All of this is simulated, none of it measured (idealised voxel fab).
Process module, titled voxel trench capacitor
Cross-section cut spans 255 nm and uses square cells 5 nm in size.
This document writes a cross-section as a grid whose cells are square, and gives it as bands, listed from the top down; one or more rows of cells form a band. The band entry comprises the height of the band's top followed by the height of its bottom, expressed in nm, and subsequently the band's materials from left to right, each stated together with its width in nm. Where a single material is marked with the word "everywhere", that material fills the band from edge to edge. The word "blank" represents empty space. Height reference: 0 = level under which incoming wafer is all one material. Lowest band: no bottom, runs on downward, e.g. "0 and below". With a width like "30..40", each row of cells in the band differs from the next by the same amount, the top row carrying the first number and the bottom row the second. "stayed the same" -> step changed no cross-section cell. Closed-off voids of 8+ cells (no open route to the top) go in "Voids lacking openings", written width x height at distance from the left edge, in nm. The remark found on a step's line after its settings is issued by the simulator itself and pertains to that step. What "overlay nm" on a step's line means: if the step has a mask, that mask lay this far to the right of its planned place, or, when the value is negative, to the left.

LISTED BELOW ARE THE PROCESS STEPS AS PLANNED
1 RECEIVE | material Si
2 CONFORMAL_DEP | material SiN | thk nm 10
3 PATTERN | tone open | mask id TRENCH | material resist | width nm 25 | pitch nm 50 | thk nm 20 | overlay nm 0
4 DIRECTIONAL_ETCH | etch materials SiN | depth nm 10
5 DIRECTIONAL_ETCH | etch materials Si | depth nm 30
6 STRIP | etch materials resist
7 CONFORMAL_DEP | material Al2O3 | thk nm 5
8 CONFORMAL_DEP | material TiN | thk nm 5
9 FILL_DEP | material W | thk nm 10
10 CMP | height nm 10

FIRST WAFER OUT OF TWO, PROCESSED AS PLANNED

AS-RECEIVED WAFER CROSS-SECTION (AFTER STEP 1)
> 0 and below: Si everywhere
> Voids lacking openings: none

AFTER STEP 2: WAFER CROSS-SECTION
> 10 down to 0: SiN everywhere
> Under 0: no change, same as before.

AFTER STEP 3: WAFER CROSS-SECTION
> 30 down to 10: 40 of resist / 25 of blank / 25 of resist / 25 of blank / 25 of resist / 25 of blank / 25 of resist / 25 of blank / 40 of resist
> Under 10: no change, same as before.

AFTER STEP 4: WAFER CROSS-SECTION
> 30 down to 10: 40 of resist / 25 of blank / 25 of resist / 25 of blank / 25 of resist / 25 of blank / 25 of resist / 25 of blank / 40 of resist
> 10 down to 0: 40 of SiN / 25 of blank / 25 of SiN / 25 of blank / 25 of SiN / 25 of blank / 25 of SiN / 25 of blank / 40 of SiN
> Under 0: no change, same as before.

AFTER STEP 5: WAFER CROSS-SECTION
> 30 down to 10: 40 of resist / 25 of blank / 25 of resist / 25 of blank / 25 of resist / 25 of blank / 25 of resist / 25 of blank / 40 of resist
> 10 down to 0: 40 of SiN / 25 of blank / 25 of SiN / 25 of blank / 25 of SiN / 25 of blank / 25 of SiN / 25 of blank / 40 of SiN
> 0 down to -30: 40 of Si / 25 of blank / 25 of Si / 25 of blank / 25 of Si / 25 of blank / 25 of Si / 25 of blank / 40 of Si
> Under -30: no change, same as before.

AFTER STEP 6: WAFER CROSS-SECTION
> 10 down to 0: 40 of SiN / 25 of blank / 25 of SiN / 25 of blank / 25 of SiN / 25 of blank / 25 of SiN / 25 of blank / 40 of SiN
> Under 0: no change, same as before.

AFTER STEP 7: WAFER CROSS-SECTION
> 15 down to 10: 45 of Al2O3 / 15 of blank / 35 of Al2O3 / 15 of blank / 35 of Al2O3 / 15 of blank / 35 of Al2O3 / 15 of blank / 45 of Al2O3
> 10 down to 0: 40 of SiN / 5 of Al2O3 / 15 of blank / 5 of Al2O3 / 25 of SiN / 5 of Al2O3 / 15 of blank / 5 of Al2O3 / 25 of SiN / 5 of Al2O3 / 15 of blank / 5 of Al2O3 / 25 of SiN / 5 of Al2O3 / 15 of blank / 5 of Al2O3 / 40 of SiN
> 0 down to -25: 40 of Si / 5 of Al2O3 / 15 of blank / 5 of Al2O3 / 25 of Si / 5 of Al2O3 / 15 of blank / 5 of Al2O3 / 25 of Si / 5 of Al2O3 / 15 of blank / 5 of Al2O3 / 25 of Si / 5 of Al2O3 / 15 of blank / 5 of Al2O3 / 40 of Si
> -25 down to -30: 40 of Si / 25 of Al2O3 / 25 of Si / 25 of Al2O3 / 25 of Si / 25 of Al2O3 / 25 of Si / 25 of Al2O3 / 40 of Si
> Under -30: no change, same as before.

AFTER STEP 8: WAFER CROSS-SECTION
> 20 down to 15: 50 of TiN / 5 of blank / 45 of TiN / 5 of blank / 45 of TiN / 5 of blank / 45 of TiN / 5 of blank / 50 of TiN
> 15 down to 10: 45 of Al2O3 / 5 of TiN / 5 of blank / 5 of TiN / 35 of Al2O3 / 5 of TiN / 5 of blank / 5 of TiN / 35 of Al2O3 / 5 of TiN / 5 of blank / 5 of TiN / 35 of Al2O3 / 5 of TiN / 5 of blank / 5 of TiN / 45 of Al2O3
> 10 down to 0: 40 of SiN / 5 of Al2O3 / 5 of TiN / 5 of blank / 5 of TiN / 5 of Al2O3 / 25 of SiN / 5 of Al2O3 / 5 of TiN / 5 of blank / 5 of TiN / 5 of Al2O3 / 25 of SiN / 5 of Al2O3 / 5 of TiN / 5 of blank / 5 of TiN / 5 of Al2O3 / 25 of SiN / 5 of Al2O3 / 5 of TiN / 5 of blank / 5 of TiN / 5 of Al2O3 / 40 of SiN
> 0 down to -20: 40 of Si / 5 of Al2O3 / 5 of TiN / 5 of blank / 5 of TiN / 5 of Al2O3 / 25 of Si / 5 of Al2O3 / 5 of TiN / 5 of blank / 5 of TiN / 5 of Al2O3 / 25 of Si / 5 of Al2O3 / 5 of TiN / 5 of blank / 5 of TiN / 5 of Al2O3 / 25 of Si / 5 of Al2O3 / 5 of TiN / 5 of blank / 5 of TiN / 5 of Al2O3 / 40 of Si
> -20 down to -25: 40 of Si / 5 of Al2O3 / 15 of TiN / 5 of Al2O3 / 25 of Si / 5 of Al2O3 / 15 of TiN / 5 of Al2O3 / 25 of Si / 5 of Al2O3 / 15 of TiN / 5 of Al2O3 / 25 of Si / 5 of Al2O3 / 15 of TiN / 5 of Al2O3 / 40 of Si
> Under -25: no change, same as before.

AFTER STEP 9: WAFER CROSS-SECTION
> 30 down to 20: W everywhere
> 20 down to 15: 50 of TiN / 5 of W / 45 of TiN / 5 of W / 45 of TiN / 5 of W / 45 of TiN / 5 of W / 50 of TiN
> 15 down to 10: 45 of Al2O3 / 5 of TiN / 5 of W / 5 of TiN / 35 of Al2O3 / 5 of TiN / 5 of W / 5 of TiN / 35 of Al2O3 / 5 of TiN / 5 of W / 5 of TiN / 35 of Al2O3 / 5 of TiN / 5 of W / 5 of TiN / 45 of Al2O3
> 10 down to 0: 40 of SiN / 5 of Al2O3 / 5 of TiN / 5 of W / 5 of TiN / 5 of Al2O3 / 25 of SiN / 5 of Al2O3 / 5 of TiN / 5 of W / 5 of TiN / 5 of Al2O3 / 25 of SiN / 5 of Al2O3 / 5 of TiN / 5 of W / 5 of TiN / 5 of Al2O3 / 25 of SiN / 5 of Al2O3 / 5 of TiN / 5 of W / 5 of TiN / 5 of Al2O3 / 40 of SiN
> 0 down to -20: 40 of Si / 5 of Al2O3 / 5 of TiN / 5 of W / 5 of TiN / 5 of Al2O3 / 25 of Si / 5 of Al2O3 / 5 of TiN / 5 of W / 5 of TiN / 5 of Al2O3 / 25 of Si / 5 of Al2O3 / 5 of TiN / 5 of W / 5 of TiN / 5 of Al2O3 / 25 of Si / 5 of Al2O3 / 5 of TiN / 5 of W / 5 of TiN / 5 of Al2O3 / 40 of Si
> Under -20: no change, same as before.

AFTER STEP 10: WAFER CROSS-SECTION
> 10 down to 0: 40 of SiN / 5 of Al2O3 / 5 of TiN / 5 of W / 5 of TiN / 5 of Al2O3 / 25 of SiN / 5 of Al2O3 / 5 of TiN / 5 of W / 5 of TiN / 5 of Al2O3 / 25 of SiN / 5 of Al2O3 / 5 of TiN / 5 of W / 5 of TiN / 5 of Al2O3 / 25 of SiN / 5 of Al2O3 / 5 of TiN / 5 of W / 5 of TiN / 5 of Al2O3 / 40 of SiN
> Under 0: no change, same as before.

SECOND WAFER: SAME START AND SAME PLAN AS THE FIRST, ONE EXECUTION ERROR; IDENTICAL TO THE FIRST THROUGH STEP 6

Second wafer, section view, time point: scheduled end of step 7: stayed the same

SECOND WAFER, SECTION VIEW, TIME POINT: SCHEDULED END OF STEP 8
> 15 down to 10: 45 of TiN / 15 of blank / 35 of TiN / 15 of blank / 35 of TiN / 15 of blank / 35 of TiN / 15 of blank / 45 of TiN
> 10 down to 0: 40 of SiN / 5 of TiN / 15 of blank / 5 of TiN / 25 of SiN / 5 of TiN / 15 of blank / 5 of TiN / 25 of SiN / 5 of TiN / 15 of blank / 5 of TiN / 25 of SiN / 5 of TiN / 15 of blank / 5 of TiN / 40 of SiN
> 0 down to -25: 40 of Si / 5 of TiN / 15 of blank / 5 of TiN / 25 of Si / 5 of TiN / 15 of blank / 5 of TiN / 25 of Si / 5 of TiN / 15 of blank / 5 of TiN / 25 of Si / 5 of TiN / 15 of blank / 5 of TiN / 40 of Si
> -25 down to -30: 40 of Si / 25 of TiN / 25 of Si / 25 of TiN / 25 of Si / 25 of TiN / 25 of Si / 25 of TiN / 40 of Si
> Under -30: no change, same as before.

SECOND WAFER, SECTION VIEW, TIME POINT: SCHEDULED END OF STEP 9
> 25 down to 15: W everywhere
> 15 down to 10: 45 of TiN / 15 of W / 35 of TiN / 15 of W / 35 of TiN / 15 of W / 35 of TiN / 15 of W / 45 of TiN
> 10 down to 0: 40 of SiN / 5 of TiN / 15 of W / 5 of TiN / 25 of SiN / 5 of TiN / 15 of W / 5 of TiN / 25 of SiN / 5 of TiN / 15 of W / 5 of TiN / 25 of SiN / 5 of TiN / 15 of W / 5 of TiN / 40 of SiN
> 0 down to -25: 40 of Si / 5 of TiN / 15 of W / 5 of TiN / 25 of Si / 5 of TiN / 15 of W / 5 of TiN / 25 of Si / 5 of TiN / 15 of W / 5 of TiN / 25 of Si / 5 of TiN / 15 of W / 5 of TiN / 40 of Si
> Under -25: no change, same as before.

SECOND WAFER, SECTION VIEW, TIME POINT: SCHEDULED END OF STEP 10
> 10 down to 0: 40 of SiN / 5 of TiN / 15 of W / 5 of TiN / 25 of SiN / 5 of TiN / 15 of W / 5 of TiN / 25 of SiN / 5 of TiN / 15 of W / 5 of TiN / 25 of SiN / 5 of TiN / 15 of W / 5 of TiN / 40 of SiN
> Under 0: no change, same as before.
It is concluded that the wafer was processed incorrectly with respect to the plan, in that plan step 7 never ran because it was skipped
The final cell counts differ between the wafers, with the second having more or fewer of some materials than the first: 76 fewer of Al2O3, 16 more of TiN, 60 more of W
